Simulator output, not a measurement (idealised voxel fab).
Documented hereafter: the process module known as voxel wiring stack.
We display cut, a cross-section 275 nm in width whose square cells are each 5 nm.
How to read a cross-section here: the picture is a grid of square cells, written as bands going from the top down, and any band can span one or more rows of cells. Per band: top height and bottom height in nm, followed by the left-to-right materials and their widths in nm; "all across" marks a single material spanning edge to edge, "air" marks empty space. Where do heights start? At 0: under that level the wafer as delivered is made of one material only. And the lowest band has no floor; it just carries on downward, as in "0 and below". A width such as "30..40" changes by the same amount from each row of cells to the next, from the band's top row to its bottom row. Key: "same as before" - step with no changed cell in the cross-section. You'll see "Closed empty spaces" listing empty spaces that have no way open to the top, as long as they're 8 cells or more; the notation is width x height at distance, where the distance is from the left edge, and all of it is in nm. It should be noted that, on the line of a given step, the content following the step's settings is a remark produced by the simulator itself with respect to that step. overlay nm: step with mask; distance mask lay right of planned place; negative value = left of planned place.

Set out below are the planned steps of the process:
- 1: op RECEIVE | material Si
- 2: op CONFORMAL_DEP | material SiO2 | thk nm 10
- 3: op CONFORMAL_DEP | material SiN | thk nm 5
- 4: op DIRECTIONAL_DEP | material lowk | thk nm 15
- 5: op MASKED_ETCH | tone open | mask id METAL_1 | width nm 30 | pitch nm 60 | etch materials lowk | depth nm 15 | overlay nm 0
- 6: op MASKED_ETCH | tone open | mask id METAL_1 | width nm 30 | pitch nm 60 | etch materials SiN | depth nm 5 | overlay nm 0
- 7: op CONFORMAL_DEP | material TiN | thk nm 5
- 8: op FILL_DEP | material W | thk nm 10
- 9: op CMP | height nm 30
- 10: op CONFORMAL_DEP | material SiCN | thk nm 5
- 11: op DIRECTIONAL_DEP | material lowk | thk nm 10
- 12: op DIRECTIONAL_DEP | material aC | thk nm 15
- 13: op PATTERN | tone open | mask id PLUG_1 | material resist | width nm 15 | pitch nm 120 | thk nm 35 | overlay nm 0
- 14: op DIRECTIONAL_ETCH | etch materials aC | depth nm 15
- 15: op STRIP | etch materials resist
- 16: op DIRECTIONAL_ETCH | etch materials lowk | depth nm 10
- 17: op DIRECTIONAL_ETCH | etch materials SiCN | depth nm 5
- 18: op STRIP | etch materials aC
- 19: op CONFORMAL_DEP | material TiN | thk nm 5
- 20: op FILL_DEP | material Ru | thk nm 5
- 21: op CMP | height nm 45
- 22: op DIRECTIONAL_DEP | material TiN | thk nm 5
- 23: op DIRECTIONAL_DEP | material W | thk nm 15
- 24: op MASKED_ETCH | tone cover | mask id METAL_2 | width nm 30 | pitch nm 60 | etch materials W | depth nm 15 | overlay nm -15
- 25: op MASKED_ETCH | tone cover | mask id METAL_2 | width nm 30 | pitch nm 60 | etch materials TiN | depth nm 5 | overlay nm 0
- 26: op CONFORMAL_DEP | material SiCN | thk nm 5
- 27: op FILL_DEP | material SiO2 | thk nm 5
- 28: op CMP | height nm 65
- 29: op CONFORMAL_DEP | material SiCN | thk nm 5
- 30: op DIRECTIONAL_DEP | material SiO2 | thk nm 25
- 31: op DIRECTIONAL_DEP | material aC | thk nm 15
- 32: op PATTERN | tone open | mask id METAL_3_HOLES | material resist | width nm 15 | pitch nm 60 | thk nm 35 | overlay nm 0
- 33: op DIRECTIONAL_ETCH | etch materials aC | depth nm 15
- 34: op STRIP | etch materials resist
- 35: op DIRECTIONAL_ETCH | etch materials SiO2 | depth nm 25
- 36: op STRIP | etch materials aC
- 37: op DIRECTIONAL_DEP | material aC | thk nm 10
- 38: op PATTERN | tone open | mask id METAL_3 | material resist | width nm 30 | pitch nm 60 | thk nm 30 | overlay nm 0
- 39: op DIRECTIONAL_ETCH | etch materials aC | depth nm 10
- 40: op STRIP | etch materials resist
- 41: op DIRECTIONAL_ETCH | etch materials SiO2 | depth nm 15
- 42: op DIRECTIONAL_ETCH | etch materials SiCN | depth nm 5
- 43: op STRIP | etch materials aC
- 44: op CONFORMAL_DEP | material TiN | thk nm 5
- 45: op FILL_DEP | material Cu | thk nm 5
- 46: op CMP | height nm 95
- 47: op CONFORMAL_DEP | material SiCN | thk nm 5
The wafers in this document start out alike and differ in the overlay nm applied at step 24; the plan shows the value used for the first wafer.

As-received cross-section, first of several wafers, post step 1:
  0 and below = Si all across
  Closed empty spaces: none

Take any row and you have a wafer at the end of the module: how many cells of each material it has gained (+) or lost (-) since it was received, and then its closed voids:
overlay nm -15; +44 Cu; +4 Ru; +202 SiCN; +31 SiN; +346 SiO2; +162 TiN; +120 W; +191 lowk; Closed empty spaces: none
overlay nm -10; +44 Cu; +4 Ru; +202 SiCN; +31 SiN; +350 SiO2; +158 TiN; +120 W; +191 lowk; Closed empty spaces: none
overlay nm -5; +44 Cu; +4 Ru; +202 SiCN; +31 SiN; +354 SiO2; +154 TiN; +120 W; +191 lowk; Closed empty spaces: none
overlay nm 0; +44 Cu; +4 Ru; +202 SiCN; +31 SiN; +358 SiO2; +150 TiN; +120 W; +191 lowk; Closed empty spaces: none
overlay nm 5; +44 Cu; +4 Ru; +202 SiCN; +31 SiN; +354 SiO2; +154 TiN; +120 W; +191 lowk; Closed empty spaces: none
overlay nm 10; +44 Cu; +4 Ru; +202 SiCN; +31 SiN; +350 SiO2; +158 TiN; +120 W; +191 lowk; Closed empty spaces: none
overlay nm 15; +44 Cu; +4 Ru; +202 SiCN; +31 SiN; +346 SiO2; +162 TiN; +120 W; +191 lowk; Closed empty spaces: none
